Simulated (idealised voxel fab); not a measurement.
process module | voxel ribs on slabs
cross-section cut | 240 nm wide | cells 5 nm
A cross-section is a grid of square cells, given in bands from the top down. A band is one or more rows of cells.
Each band's line starts with the height of the band's top and of its bottom, in nm. Then come its materials from left to right, each with its width in nm. One material with "throughout" fills the band from edge to edge. "air" is empty space.
Height 0 is the level under which the wafer as received is all one material. The lowest band goes on downwards, as in "0 down".
A width such as "30 to 40" changes by the same amount from each row of cells to the next, from the band's top row to its bottom row.
"no change" after a step means that no cell of the cross-section changed.
closed voids: empty space of 8 cells or more with no open way to the top, each as width x height at its distance from the left edge, in nm
after a step's settings: what the simulator itself notes on the step
overlay nm, on a step with a mask: how far to the right of its planned place the mask lay; to the left if negative
plan
1 op RECEIVE | material Si
2 op DIRECTIONAL_DEP | material SiO2 | thk nm 30
3 op DIRECTIONAL_DEP | material SiN | thk nm 20
4 op MASKED_ETCH | tone cover | mask id RIB | width nm 30 | etch materials SiN | depth nm 10 | overlay nm 0
5 op PATTERN | tone cover | mask id SLAB | material resist | width nm 60 | thk nm 20 | overlay nm 0
6 op DIRECTIONAL_ETCH | etch materials SiN | depth nm 10
7 op STRIP | etch materials resist
8 op FILL_DEP | material SiO2 | thk nm 20
9 op CMP | height nm 60
10 op DIRECTIONAL_DEP | material TiN | thk nm 10
11 op MASKED_ETCH | tone cover | mask id HEATER | width nm 40 | etch materials TiN | depth nm 10 | overlay nm 0
12 op CONFORMAL_DEP | material SiO2 | thk nm 5
as received, after step 1
  0 down: Si throughout
  closed voids: none
first wafer at the end, as planned
  75 to 70: air 95 | SiO2 50 | air 95
  70 to 65: air 95 | SiO2 5 | TiN 40 | SiO2 5 | air 95
  65 to 60: SiO2 100 | TiN 40 | SiO2 100
  60 to 50: SiO2 throughout
  50 to 40: SiO2 105 | SiN 30 | SiO2 105
  40 to 30: SiO2 90 | SiN 60 | SiO2 90
  30 to 0: SiO2 throughout
  0 down: Si throughout
  closed voids: none
second wafer at the end: like start, like plan, one mistake
  75 to 70: air 95 | SiO2 50 | air 95
  70 to 65: air 95 | SiO2 5 | TiN 40 | SiO2 5 | air 95
  65 to 60: SiO2 100 | TiN 40 | SiO2 100
  60 to 50: SiO2 throughout
  50 to 40: SiO2 105 | SiN 30 | SiO2 105
  40 to 30: SiO2 90 | SiN 60 | SiO2 90
  30 to 0: SiN throughout
  0 down: Si throughout
  closed voids: none
what went wrong: step 2 ran as: op DIRECTIONAL_DEP | material SiN | thk nm 30
at the end the second wafer has, in cells: 288 more of SiN | 288 fewer of SiO2
